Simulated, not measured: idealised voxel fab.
Process module name: voxel capacitor over wiring
Square cell edge 5 nm, section width 155 nm, ID cut.
Cross-section = grid of square cells, listed top down in bands; band = one or more rows.
Read a band's entry like this: the first values are the height of its top and the height of its bottom in nm, and what follows is the sequence of materials from left to right, each with its width in nm. Note that "air" is empty space, and that a single material marked "full width" reaches across the band from edge to edge.
Heads up on the height convention: 0 is the point under which the incoming wafer is all one material, and the lowest band has no bottom, it just keeps going down, like "0 and below".
The notation "30..40" denotes a width that varies across the rows of cells in the band, beginning at the first number in the top row, finishing at the second number in the bottom row, and changing by an identical amount from each row to the next.
Given "same as before" for a step, no cell of the cross-section differs between before and after that step.
Entry "Enclosed void entries". Content: empty spaces with no open connection to the top, size 8 cells or greater. Each: width x height at distance. Distance: from left edge. Unit: nm.
Note: text after step settings on the step line = simulator remark on that step.
overlay nm: mask offset rightward from planned place, masked step; negative means leftward offset.

**Below is the list of planned process steps**
1,RECEIVE | material Si
2,CONFORMAL_DEP | material SiO2 | thk nm 15
3,CONFORMAL_DEP | material SiCN | thk nm 5
4,DIRECTIONAL_DEP | material lowk | thk nm 25
5,DIRECTIONAL_DEP | material aC | thk nm 10
6,PATTERN | tone open | mask id METAL_1 | material resist | width nm 20 | pitch nm 85 | thk nm 30 | overlay nm 0
7,DIRECTIONAL_ETCH | etch materials aC | depth nm 10
8,STRIP | etch materials resist
9,DIRECTIONAL_ETCH | etch materials lowk | depth nm 25
10,DIRECTIONAL_ETCH | etch materials SiCN | depth nm 5
11,STRIP | etch materials aC
12,CONFORMAL_DEP | material TiN | thk nm 5
13,FILL_DEP | material Cu | thk nm 5
14,CMP | height nm 45
15,CONFORMAL_DEP | material SiCN | thk nm 5
16,DIRECTIONAL_DEP | material lowk | thk nm 5
17,DIRECTIONAL_DEP | material aC | thk nm 10
18,PATTERN | tone open | mask id PLUG_1 | material resist | width nm 15 | thk nm 25 | overlay nm 0
19,DIRECTIONAL_ETCH | etch materials aC | depth nm 10
20,STRIP | etch materials resist
21,DIRECTIONAL_ETCH | etch materials lowk | depth nm 15
22,DIRECTIONAL_ETCH | etch materials SiCN | depth nm 5
23,STRIP | etch materials aC
24,EPI | material Ru | thk nm 10
25,EPI | material Ru | thk nm 10
26,DIRECTIONAL_DEP | material TiN | thk nm 5
27,DIRECTIONAL_DEP | material HfO2 | thk nm 5
28,DIRECTIONAL_DEP | material TiN | thk nm 10
29,MASKED_ETCH | tone cover | mask id UPPER_PLATE | width nm 70 | etch materials TiN | depth nm 10 | overlay nm 0
30,MASKED_ETCH | tone cover | mask id UPPER_PLATE | width nm 70 | etch materials HfO2 | depth nm 5 | overlay nm 0
31,PATTERN | tone cover | mask id LOWER_PLATE | material resist | width nm 80 | thk nm 15 | overlay nm 0
32,DIRECTIONAL_ETCH | etch materials TiN | depth nm 5
33,STRIP | etch materials resist
34,FILL_DEP | material SiO2 | thk nm 15
35,CMP | height nm 95
36,DIRECTIONAL_DEP | material aC | thk nm 10
37,PATTERN | tone open | mask id PLUG_2 | material resist | width nm 15 | thk nm 30 | overlay nm 0
38,DIRECTIONAL_ETCH | etch materials aC | depth nm 10
39,STRIP | etch materials resist
40,DIRECTIONAL_ETCH | etch materials SiO2 | depth nm 10
41,STRIP | etch materials aC
42,CONFORMAL_DEP | material TiN | thk nm 5
43,FILL_DEP | material W | thk nm 10
44,CMP | height nm 95
45,CONFORMAL_DEP | material SiCN | thk nm 5
Wafer-to-wafer difference: thk nm, step 16. Common start. Plan = first wafer's value.

**After step 1, as received: first of several wafers, cross-section**
0 and below | Si full width
Enclosed void entries: none

**Once step 45, the last step, is complete, the module is at its end; this is the cross-section of the first of several wafers**
100 down to 95 | SiCN full width
95 down to 90 | SiO2 (40) | TiN (5) | W (5) | TiN (5) | SiO2 (100)
90 down to 85 | SiO2 (40) | TiN (15) | SiO2 (100)
85 down to 75 | SiO2 (30) | TiN (25) | SiO2 (100)
75 down to 70 | SiO2 (30) | HfO2 (25) | TiN (45) | SiO2 (55)
70 down to 65 | SiO2 (25) | TiN (75) | SiO2 (55)
65 down to 60 | SiO2 (20) | Ru (35) | HfO2 (45) | SiO2 (55)
60 down to 55 | SiO2 (20) | Ru (35) | TiN (50) | SiO2 (50)
55 down to 50 | lowk (30) | Ru (15) | lowk (110)
50 down to 45 | SiCN (30) | Ru (15) | SiCN (110)
45 down to 20 | lowk (25) | TiN (5) | Cu (10) | TiN (5) | lowk (65) | TiN (5) | Cu (10) | TiN (5) | lowk (25)
20 down to 15 | SiCN (25) | TiN (20) | SiCN (65) | TiN (20) | SiCN (25)
15 down to 0 | SiO2 full width
0 and below | Si full width
Enclosed void entries: none

**End of module: cross-section, last of several wafers**
100 down to 95 | SiCN full width
95 down to 90 | SiO2 (40) | TiN (60) | SiO2 (55)
90 down to 85 | SiO2 (40) | TiN (5) | HfO2 (55) | SiO2 (55)
85 down to 80 | SiO2 (25) | TiN (80) | SiO2 (50)
80 down to 75 | lowk (30) | TiN (15) | lowk (110)
75 down to 70 | lowk (30) | HfO2 (15) | lowk (110)
70 down to 65 | lowk (30) | TiN (15) | lowk (110)
65 down to 50 | lowk full width
50 down to 45 | SiCN full width
45 down to 20 | lowk (25) | TiN (5) | Cu (10) | TiN (5) | lowk (65) | TiN (5) | Cu (10) | TiN (5) | lowk (25)
20 down to 15 | SiCN (25) | TiN (20) | SiCN (65) | TiN (20) | SiCN (25)
15 down to 0 | SiO2 full width
0 and below | Si full width
Enclosed void entries: none

**Here is how to read the rows: every wafer has a row, and it shows the wafer at the end of the module, giving for each material how many cells were gained (+) or lost (-) since the wafer was received, then listing its closed voids**
thk nm 5, +20 Cu, +14 HfO2, +20 Ru, +82 SiCN, +263 SiO2, +77 TiN, +1 W, +143 lowk, Enclosed void entries: none
thk nm 10, +20 Cu, +14 HfO2, +14 Ru, +82 SiCN, +241 SiO2, +77 TiN, +1 W, +171 lowk, Enclosed void entries: none
thk nm 15, +20 Cu, +14 HfO2, +12 Ru, +82 SiCN, +215 SiO2, +77 TiN, +1 W, +199 lowk, Enclosed void entries: none
thk nm 20, +20 Cu, +14 HfO2, +85 SiCN, +195 SiO2, +76 TiN, +230 lowk, Enclosed void entries: none
thk nm 25, +20 Cu, +14 HfO2, +85 SiCN, +166 SiO2, +74 TiN, +261 lowk, Enclosed void entries: none
thk nm 30, +20 Cu, +14 HfO2, +85 SiCN, +146 SiO2, +63 TiN, +292 lowk, Enclosed void entries: none
